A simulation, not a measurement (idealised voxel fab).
This section sets out a process module, namely voxel transistor to metal.
In the cross-section labelled cut, the width is 165 nm and each square cell is 5 nm.
Cross-section format: a grid of square cells, given as bands from top to bottom; each band is one or more rows of cells.
Each band's line starts with the height of the band's top and of its bottom, in nm. Then come its materials from left to right, each with its width in nm. One material with "throughout" fills the band from edge to edge. "air" is empty space.
Heights from 0 (as-received wafer is one material below). Bottom band endless downward, as "0 down".
Width "30->40": first value at the band's top row of cells, second value at its bottom row, equal change from row to row.
No cell of the cross-section changed in a step that is given as "nothing changed".
For the entry "Enclosed void list", the listed items are empty spaces with no open way to the top whose size is 8 cells or more; each item follows the pattern width x height at distance, where distance is from the left edge and all three are in nm.
Note: text after step settings on the step line = simulator remark on that step.
overlay nm: how far to the right of its planned place the mask lay on this masked step (negative: to the left).
The steps planned for the process are as follows:
step 1: RECEIVE: material Si
step 2: CONFORMAL_DEP: material SiO2, thk nm 5
step 3: CONFORMAL_DEP: material SiN, thk nm 10
step 4: PATTERN: tone cover, mask id ACTIVE, material resist, width nm 115, thk nm 20, overlay nm 0
step 5: DIRECTIONAL_ETCH: etch materials SiN, depth nm 10
step 6: DIRECTIONAL_ETCH: etch materials SiO2, depth nm 5
step 7: DIRECTIONAL_ETCH: etch materials Si, depth nm 25
step 8: STRIP: etch materials resist
step 9: FILL_DEP: material SiO2, thk nm 10
step 10: CMP: height nm 15
step 11: SELECTIVE_ETCH: etch materials SiO2, depth nm 10
step 12: STRIP: etch materials SiN
step 13: SELECTIVE_ETCH: etch materials SiO2, depth nm 5
step 14: OXIDIZE: depth nm 5
step 15: DIRECTIONAL_DEP: material polySi, thk nm 25
step 16: DIRECTIONAL_DEP: material SiCN, thk nm 15
step 17: MASKED_ETCH: tone cover, mask id GATE, width nm 25, etch materials SiCN, depth nm 25, overlay nm 0
step 18: MASKED_ETCH: tone cover, mask id GATE, width nm 25, etch materials polySi, depth nm 35, overlay nm 0
step 19: CONFORMAL_DEP: material SiN, thk nm 10
step 20: DIRECTIONAL_ETCH: etch materials SiN, depth nm 10
step 21: DIRECTIONAL_ETCH: etch materials SiO2, depth nm 5
step 22: DIRECTIONAL_ETCH: etch materials Si, depth nm 15
step 23: EPI: material nSi, thk nm 20
step 24: FILL_DEP: material SiO2, thk nm 5
step 25: CMP: height nm 25
step 26: STRIP: etch materials polySi
step 27: SELECTIVE_ETCH: etch materials SiO2, depth nm 5
step 28: CONFORMAL_DEP: material HfO2, thk nm 5
step 29: CONFORMAL_DEP: material TiN, thk nm 5
step 30: FILL_DEP: material W, thk nm 5
step 31: CMP: height nm 20
step 32: DIRECTIONAL_DEP: material SiO2, thk nm 10
step 33: PATTERN: tone open, mask id CONTACT, material resist, width nm 20, pitch nm 75, thk nm 20, overlay nm 0
step 34: DIRECTIONAL_ETCH: etch materials SiO2, depth nm 30
step 35: STRIP: etch materials resist
step 36: CONFORMAL_DEP: material TiN, thk nm 5
step 37: FILL_DEP: material W, thk nm 5
step 38: CMP: height nm 30
step 39: CONFORMAL_DEP: material SiCN, thk nm 5
step 40: DIRECTIONAL_DEP: material lowk, thk nm 20
step 41: DIRECTIONAL_DEP: material aC, thk nm 15
step 42: PATTERN: tone open, mask id METAL_1, material resist, width nm 20, pitch nm 75, thk nm 30, overlay nm 0
step 43: DIRECTIONAL_ETCH: etch materials aC, depth nm 15
step 44: STRIP: etch materials resist
step 45: DIRECTIONAL_ETCH: etch materials lowk, depth nm 20
step 46: DIRECTIONAL_ETCH: etch materials SiCN, depth nm 5
step 47: STRIP: etch materials aC
step 48: CONFORMAL_DEP: material TiN, thk nm 5
step 49: FILL_DEP: material Cu, thk nm 5
step 50: CMP: height nm 55
step 51: EPI: material Ru, thk nm 5
step 52: FILL_DEP: material SiCN, thk nm 5
step 53: DIRECTIONAL_DEP: material lowk, thk nm 30
step 54: MASKED_ETCH: tone open, mask id METAL_2, width nm 20, pitch nm 75, etch materials lowk, depth nm 15, overlay nm 0
step 55: MASKED_ETCH: tone open, mask id METAL_2_HOLES, width nm 15, pitch nm 75, etch materials lowk, depth nm 15, overlay nm 0
step 56: MASKED_ETCH: tone open, mask id METAL_2_HOLES, width nm 15, pitch nm 75, etch materials SiCN, depth nm 5, overlay nm 0
step 57: CONFORMAL_DEP: material TiN, thk nm 5
step 58: FILL_DEP: material Cu, thk nm 5
step 59: CMP: height nm 95
step 60: CONFORMAL_DEP: material SiCN, thk nm 5
This is the cross-section of the wafer as we received it, i.e. after step 1:
0 down  Si throughout
Enclosed void list: none
As-planned run: cross-section of the first of two wafers at end of module:
100 to 95  SiCN throughout
95 to 85  35 nm lowk  5 nm TiN  10 nm Cu  5 nm TiN  55 nm lowk  5 nm TiN  10 nm Cu  5 nm TiN  35 nm lowk
85 to 80  35 nm lowk  5 nm TiN  5 nm Cu  10 nm TiN  55 nm lowk  5 nm TiN  5 nm Cu  10 nm TiN  35 nm lowk
80 to 65  35 nm lowk  5 nm TiN  5 nm Cu  5 nm TiN  60 nm lowk  5 nm TiN  5 nm Cu  5 nm TiN  40 nm lowk
65 to 60  35 nm SiCN  15 nm TiN  60 nm SiCN  15 nm TiN  40 nm SiCN
60 to 55  30 nm SiCN  30 nm Ru  45 nm SiCN  30 nm Ru  30 nm SiCN
55 to 35  35 nm lowk  5 nm TiN  10 nm Cu  5 nm TiN  55 nm lowk  5 nm TiN  10 nm Cu  5 nm TiN  35 nm lowk
35 to 30  35 nm SiCN  20 nm TiN  55 nm SiCN  20 nm TiN  35 nm SiCN
30 to 20  35 nm SiO2  5 nm TiN  10 nm W  5 nm TiN  55 nm SiO2  5 nm TiN  10 nm W  5 nm TiN  35 nm SiO2
20 to 15  35 nm SiO2  20 nm TiN  5 nm SiO2  10 nm SiN  5 nm HfO2  5 nm TiN  5 nm W  5 nm TiN  5 nm HfO2  10 nm SiN  5 nm SiO2  20 nm TiN  35 nm SiO2
15 to 5  35 nm SiO2  5 nm TiN  20 nm nSi  10 nm SiN  5 nm HfO2  5 nm TiN  5 nm W  5 nm TiN  5 nm HfO2  10 nm SiN  20 nm nSi  5 nm TiN  35 nm SiO2
5 to 0  35 nm SiO2  5 nm TiN  20 nm nSi  10 nm SiN  5 nm HfO2  15 nm TiN  5 nm HfO2  10 nm SiN  20 nm nSi  5 nm TiN  35 nm SiO2
0 to -5  20 nm SiO2  40 nm nSi  5 nm SiO2  35 nm HfO2  5 nm SiO2  40 nm nSi  20 nm SiO2
-5 to -20  25 nm SiO2  35 nm nSi  45 nm Si  35 nm nSi  25 nm SiO2
-20 to -25  25 nm SiO2  115 nm Si  25 nm SiO2
-25 down  Si throughout
Enclosed void list: none
This cross-section belongs to the second wafer of two at the end of the module; the start and the plan were shared with the first, and the run included one mistake:
100 to 95  SiCN throughout
95 to 85  35 nm lowk  5 nm TiN  10 nm Cu  5 nm TiN  55 nm lowk  5 nm TiN  10 nm Cu  5 nm TiN  35 nm lowk
85 to 80  35 nm lowk  5 nm TiN  5 nm Cu  10 nm TiN  55 nm lowk  5 nm TiN  5 nm Cu  10 nm TiN  35 nm lowk
80 to 65  35 nm lowk  5 nm TiN  5 nm Cu  5 nm TiN  60 nm lowk  5 nm TiN  5 nm Cu  5 nm TiN  40 nm lowk
65 to 60  35 nm SiCN  15 nm TiN  60 nm SiCN  15 nm TiN  40 nm SiCN
60 to 55  30 nm SiCN  30 nm Ru  45 nm SiCN  30 nm Ru  30 nm SiCN
55 to 35  35 nm lowk  5 nm TiN  10 nm Cu  5 nm TiN  55 nm lowk  5 nm TiN  10 nm Cu  5 nm TiN  35 nm lowk
35 to 30  35 nm SiCN  20 nm TiN  55 nm SiCN  20 nm TiN  35 nm SiCN
30 to 20  35 nm SiO2  5 nm TiN  10 nm W  5 nm TiN  55 nm SiO2  5 nm TiN  10 nm W  5 nm TiN  35 nm SiO2
20 to 15  35 nm SiO2  20 nm TiN  5 nm SiO2  10 nm SiN  5 nm HfO2  5 nm TiN  5 nm W  5 nm TiN  5 nm HfO2  10 nm SiN  5 nm SiO2  20 nm TiN  35 nm SiO2
15 to 5  35 nm SiO2  5 nm TiN  20 nm nSi  10 nm SiN  5 nm HfO2  5 nm TiN  5 nm W  5 nm TiN  5 nm HfO2  10 nm SiN  20 nm nSi  5 nm TiN  35 nm SiO2
5 to 0  35 nm SiO2  5 nm TiN  20 nm nSi  10 nm SiN  5 nm HfO2  15 nm TiN  5 nm HfO2  10 nm SiN  20 nm nSi  5 nm TiN  35 nm SiO2
0 to -5  20 nm SiO2  40 nm nSi  5 nm SiO2  35 nm HfO2  5 nm SiO2  40 nm nSi  20 nm SiO2
-5 to -20  25 nm SiO2  35 nm nSi  45 nm Si  35 nm nSi  25 nm SiO2
-20 to -50  25 nm SiO2  115 nm Si  25 nm SiO2
-50 down  Si throughout
Enclosed void list: none
Want to know what went wrong? step 7 in the plan was executed twice
Once processing is complete, comparing cell counts shows that the second wafer has more or fewer of certain materials than the first: Si: 50 fewer | SiO2: 50 more
